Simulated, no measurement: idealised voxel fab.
process module | voxel ribs on slabs
cross-section cut | 195 nm wide | cells 5 nm
A cross-section is a grid of square cells, given in bands from the top down. A band is one or more rows of cells.
Each band's line starts with the height of the band's top and of its bottom, in nm. Then come its materials from left to right, each with its width in nm. One material with "throughout" fills the band from edge to edge. "air" is empty space.
Height 0 is the level under which the wafer as received is all one material. The lowest band goes on downwards, as in "0 down".
A width such as "30 to 40" changes by the same amount from each row of cells to the next, from the band's top row to its bottom row.
"no change" after a step means that no cell of the cross-section changed.
closed voids: empty space of 8 cells or more with no open way to the top, each as width x height at its distance from the left edge, in nm
after a step's settings: what the simulator itself notes on the step
overlay nm, on a step with a mask: how far to the right of its planned place the mask lay; to the left if negative
plan
1 op RECEIVE | material Si
2 op DIRECTIONAL_DEP | material SiO2 | thk nm 30
3 op DIRECTIONAL_DEP | material SiN | thk nm 25
4 op PATTERN | tone cover | mask id RIB | material resist | width nm 30 | thk nm 15 | overlay nm 0
5 op DIRECTIONAL_ETCH | etch materials SiN | depth nm 15
6 op STRIP | etch materials resist
7 op DIRECTIONAL_DEP | material aC | thk nm 10
8 op PATTERN | tone cover | mask id SLAB | material resist | width nm 70 | thk nm 25 | overlay nm 0
9 op DIRECTIONAL_ETCH | etch materials aC | depth nm 10
10 op STRIP | etch materials resist
11 op DIRECTIONAL_ETCH | etch materials SiN | depth nm 10
12 op STRIP | etch materials aC
13 op FILL_DEP | material SiO2 | thk nm 25
14 op CMP | height nm 70
15 op DIRECTIONAL_DEP | material W | thk nm 10
16 op DIRECTIONAL_DEP | material aC | thk nm 15
17 op PATTERN | tone cover | mask id HEATER | material resist | width nm 40 | thk nm 35 | overlay nm 0
18 op DIRECTIONAL_ETCH | etch materials aC | depth nm 15
19 op STRIP | etch materials resist
20 op DIRECTIONAL_ETCH | etch materials W | depth nm 10
21 op STRIP | etch materials aC
22 op CONFORMAL_DEP | material SiO2 | thk nm 10
first wafer, as planned
as received, after step 1
  0 down: Si throughout
  closed voids: none
after step 2
  30 to 0: SiO2 throughout
  below 0: unchanged
after step 3
  55 to 30: SiN throughout
  below 30: unchanged
after step 4
  70 to 55: air 80 | resist 30 | air 85
  below 55: unchanged
after step 5
  70 to 55: air 80 | resist 30 | air 85
  55 to 40: air 80 | SiN 30 | air 85
  below 40: unchanged
after step 6
  55 to 40: air 80 | SiN 30 | air 85
  below 40: unchanged
after step 7
  65 to 55: air 80 | aC 30 | air 85
  55 to 50: air 80 | SiN 30 | air 85
  50 to 40: aC 80 | SiN 30 | aC 85
  below 40: unchanged
after step 8
  90 to 65: air 60 | resist 70 | air 65
  65 to 55: air 60 | resist 20 | aC 30 | resist 20 | air 65
  55 to 50: air 60 | resist 20 | SiN 30 | resist 20 | air 65
  below 50: unchanged
after step 9
  80 to 65: air 60 | resist 70 | air 65
  65 to 55: air 60 | resist 20 | aC 30 | resist 20 | air 65
  55 to 50: air 60 | resist 20 | SiN 30 | resist 20 | air 65
  50 to 40: air 60 | aC 20 | SiN 30 | aC 20 | air 65
  below 40: unchanged
after step 10
  65 to 55: air 80 | aC 30 | air 85
  55 to 50: air 80 | SiN 30 | air 85
  below 50: unchanged
after step 11
  65 to 55: air 80 | aC 30 | air 85
  55 to 50: air 80 | SiN 30 | air 85
  50 to 40: air 60 | aC 20 | SiN 30 | aC 20 | air 65
  40 to 30: air 60 | SiN 70 | air 65
  below 30: unchanged
after step 12
  55 to 40: air 80 | SiN 30 | air 85
  below 40: unchanged
after step 13
  80 to 55: SiO2 throughout
  55 to 40: SiO2 80 | SiN 30 | SiO2 85
  40 to 30: SiO2 60 | SiN 70 | SiO2 65
  below 30: unchanged
after step 14
  70 to 55: SiO2 throughout
  below 55: unchanged
after step 15
  80 to 70: W throughout
  below 70: unchanged
after step 16
  95 to 80: aC throughout
  below 80: unchanged
after step 17
  130 to 95: air 75 | resist 40 | air 80
  below 95: unchanged
after step 18
  115 to 95: air 75 | resist 40 | air 80
  95 to 80: air 75 | aC 40 | air 80
  below 80: unchanged
after step 19
  95 to 80: air 75 | aC 40 | air 80
  below 80: unchanged
after step 20
  95 to 80: air 75 | aC 40 | air 80
  80 to 70: air 75 | W 40 | air 80
  below 70: unchanged
after step 21
  80 to 70: air 75 | W 40 | air 80
  below 70: unchanged
after step 22
  90 to 80: air 65 | SiO2 60 | air 70
  80 to 70: SiO2 75 | W 40 | SiO2 80
  below 70: unchanged
second wafer: like start, like plan, one mistake. Through step 1 it matches the first wafer
when step 2 should have ended
  25 to 0: SiN throughout
  below 0: unchanged
when step 3 should have ended
  55 to 25: SiO2 throughout
  below 25: unchanged
when step 4 should have ended
  70 to 55: air 80 | resist 30 | air 85
  below 55: unchanged
when step 5 should have ended: no change
when step 6 should have ended
  55 to 25: SiO2 throughout
  below 25: unchanged
when step 7 should have ended
  65 to 55: aC throughout
  below 55: unchanged
when step 8 should have ended
  90 to 65: air 60 | resist 70 | air 65
  below 65: unchanged
when step 9 should have ended
  80 to 65: air 60 | resist 70 | air 65
  65 to 55: air 60 | aC 70 | air 65
  below 55: unchanged
when step 10 should have ended
  65 to 55: air 60 | aC 70 | air 65
  below 55: unchanged
when step 11 should have ended: no change
when step 12 should have ended
  55 to 25: SiO2 throughout
  below 25: unchanged
when step 13 should have ended
  80 to 25: SiO2 throughout
  below 25: unchanged
when step 14 should have ended
  70 to 25: SiO2 throughout
  below 25: unchanged
when step 15 should have ended
  80 to 70: W throughout
  below 70: unchanged
when step 16 should have ended
  95 to 80: aC throughout
  below 80: unchanged
when step 17 should have ended
  130 to 95: air 75 | resist 40 | air 80
  below 95: unchanged
when step 18 should have ended
  115 to 95: air 75 | resist 40 | air 80
  95 to 80: air 75 | aC 40 | air 80
  below 80: unchanged
when step 19 should have ended
  95 to 80: air 75 | aC 40 | air 80
  below 80: unchanged
when step 20 should have ended
  95 to 80: air 75 | aC 40 | air 80
  80 to 70: air 75 | W 40 | air 80
  below 70: unchanged
when step 21 should have ended
  80 to 70: air 75 | W 40 | air 80
  below 70: unchanged
when step 22 should have ended
  90 to 80: air 65 | SiO2 60 | air 70
  80 to 70: SiO2 75 | W 40 | SiO2 80
  below 70: unchanged
what went wrong: steps 2 and 3 were swapped
at the end the second wafer has, in cells: 149 more of SiN | 149 fewer of SiO2
